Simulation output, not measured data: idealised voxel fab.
Module name: voxel transistor to metal (process module)
Square cell edge 5 nm, section width 190 nm, ID cut.
Just so we're on the same page, the cross-sections are grids of square cells, and they're listed out in bands top to bottom, each band one or more rows deep.
Within each band entry, the heights of the top and of the bottom of the band appear first, in that order and in nm; the materials of the band then follow from left to right, each with its corresponding width in nm. The designation "everywhere" on a single material indicates that it fills the band from edge to edge; the designation "blank" indicates empty space.
Height reference: 0 = level under which incoming wafer is all one material. Lowest band: no bottom, runs on downward, e.g. "top 0, no bottom".
The notation "30..40" denotes a width that varies across the rows of cells in the band, beginning at the first number in the top row, finishing at the second number in the bottom row, and changing by an identical amount from each row to the next.
Reading "nothing different" for a step: not a cell of the cross-section changed in it.
Any empty space of 8 cells or more lacking an open way to the top shows up in "Encapsulated voids" as width x height at distance, distance from the left edge, in nm.
It should be noted that, on the line of a given step, the content following the step's settings is a remark produced by the simulator itself with respect to that step.
"overlay nm", when on a step's line for a step with a mask, measures how far to the right of its planned place the mask lay; a negative measure means to the left.

So here's the lineup of process steps we planned
1. RECEIVE with material Si
2. OXIDIZE with depth nm 5
3. CONFORMAL_DEP with material SiN, thk nm 15
4. PATTERN with tone cover, mask id ACTIVE, material resist, width nm 115, thk nm 20, overlay nm 0
5. DIRECTIONAL_ETCH with etch materials SiN, depth nm 15
6. DIRECTIONAL_ETCH with etch materials SiO2, depth nm 5
7. DIRECTIONAL_ETCH with etch materials Si, depth nm 30
8. STRIP with etch materials resist
9. OXIDIZE with depth nm 5
10. FILL_DEP with material SiO2, thk nm 15
11. CMP with height nm 15
12. SELECTIVE_ETCH with etch materials SiO2, depth nm 15
13. STRIP with etch materials SiN
14. SELECTIVE_ETCH with etch materials SiO2, depth nm 5
15. OXIDIZE with depth nm 5
16. DIRECTIONAL_DEP with material polySi, thk nm 20
17. DIRECTIONAL_DEP with material SiCN, thk nm 15
18. DIRECTIONAL_DEP with material aC, thk nm 15
19. PATTERN with tone cover, mask id GATE, material resist, width nm 35, thk nm 35, overlay nm 0
20. DIRECTIONAL_ETCH with etch materials aC, depth nm 5
21. STRIP with etch materials resist
22. DIRECTIONAL_ETCH with etch materials SiCN, depth nm 25
23. DIRECTIONAL_ETCH with etch materials polySi, depth nm 30
24. STRIP with etch materials aC
25. CONFORMAL_DEP with material SiN, thk nm 10
26. DIRECTIONAL_ETCH with etch materials SiN, depth nm 10
27. DIRECTIONAL_ETCH with etch materials SiO2, depth nm 5
28. DIRECTIONAL_ETCH with etch materials Si, depth nm 15
29. EPI with material SiGe, thk nm 15
30. FILL_DEP with material SiO2, thk nm 5
31. CMP with height nm 15
32. STRIP with etch materials polySi
33. SELECTIVE_ETCH with etch materials SiO2, depth nm 5
34. CONFORMAL_DEP with material HfO2, thk nm 5
35. CONFORMAL_DEP with material TiN, thk nm 5
36. FILL_DEP with material W, thk nm 10
37. CMP with height nm 10
38. DIRECTIONAL_DEP with material SiO2, thk nm 10
39. DIRECTIONAL_DEP with material aC, thk nm 15
40. PATTERN with tone open, mask id CONTACT, material resist, width nm 15, pitch nm 80, thk nm 30, overlay nm 0
41. DIRECTIONAL_ETCH with etch materials aC, depth nm 15
42. STRIP with etch materials resist
43. DIRECTIONAL_ETCH with etch materials SiO2, depth nm 30
44. STRIP with etch materials aC
45. CONFORMAL_DEP with material TiN, thk nm 5
46. FILL_DEP with material Ru, thk nm 5
47. CMP with height nm 20
48. CONFORMAL_DEP with material SiCN, thk nm 5
49. DIRECTIONAL_DEP with material SiO2, thk nm 25
50. MASKED_ETCH with tone open, mask id METAL_1, width nm 15, pitch nm 80, etch materials SiO2, depth nm 25, overlay nm 0
51. MASKED_ETCH with tone open, mask id METAL_1, width nm 15, pitch nm 80, etch materials SiCN, depth nm 5, overlay nm 0
52. CONFORMAL_DEP with material TiN, thk nm 5
53. FILL_DEP with material Cu, thk nm 10
54. CMP with height nm 50
55. CONFORMAL_DEP with material SiCN, thk nm 5
Wafers differ in depth nm at step 20; plan lists the first wafer's value; identical starting state.

Here's the first of the wafers in cross-section, just as we got it, i.e. after step 1
* top 0, no bottom  Si everywhere
* Encapsulated voids: none

Take any row and you have a wafer at the end of the module: how many cells of each material it has gained (+) or lost (-) since it was received, and then its closed voids
depth nm 5; +10 Cu; +38 HfO2; +2 Ru; -178 Si; +70 SiCN; +326 SiO2; +74 TiN; +76 W; Encapsulated voids: none
depth nm 10; +10 Cu; +38 HfO2; +2 Ru; -178 Si; +70 SiCN; +326 SiO2; +74 TiN; +76 W; Encapsulated voids: none
depth nm 15; +10 Cu; +15 HfO2; +4 Ru; -208 Si; +70 SiCN; +48 SiGe; +12 SiN; +406 SiO2; +55 TiN; +6 W; Encapsulated voids: none
depth nm 20; +10 Cu; +15 HfO2; +4 Ru; -208 Si; +70 SiCN; +48 SiGe; +12 SiN; +406 SiO2; +55 TiN; +6 W; Encapsulated voids: none
depth nm 25; +10 Cu; +15 HfO2; +4 Ru; -208 Si; +70 SiCN; +48 SiGe; +12 SiN; +406 SiO2; +55 TiN; +6 W; Encapsulated voids: none
depth nm 30; +10 Cu; +15 HfO2; +4 Ru; -208 Si; +70 SiCN; +48 SiGe; +12 SiN; +406 SiO2; +55 TiN; +6 W; Encapsulated voids: none
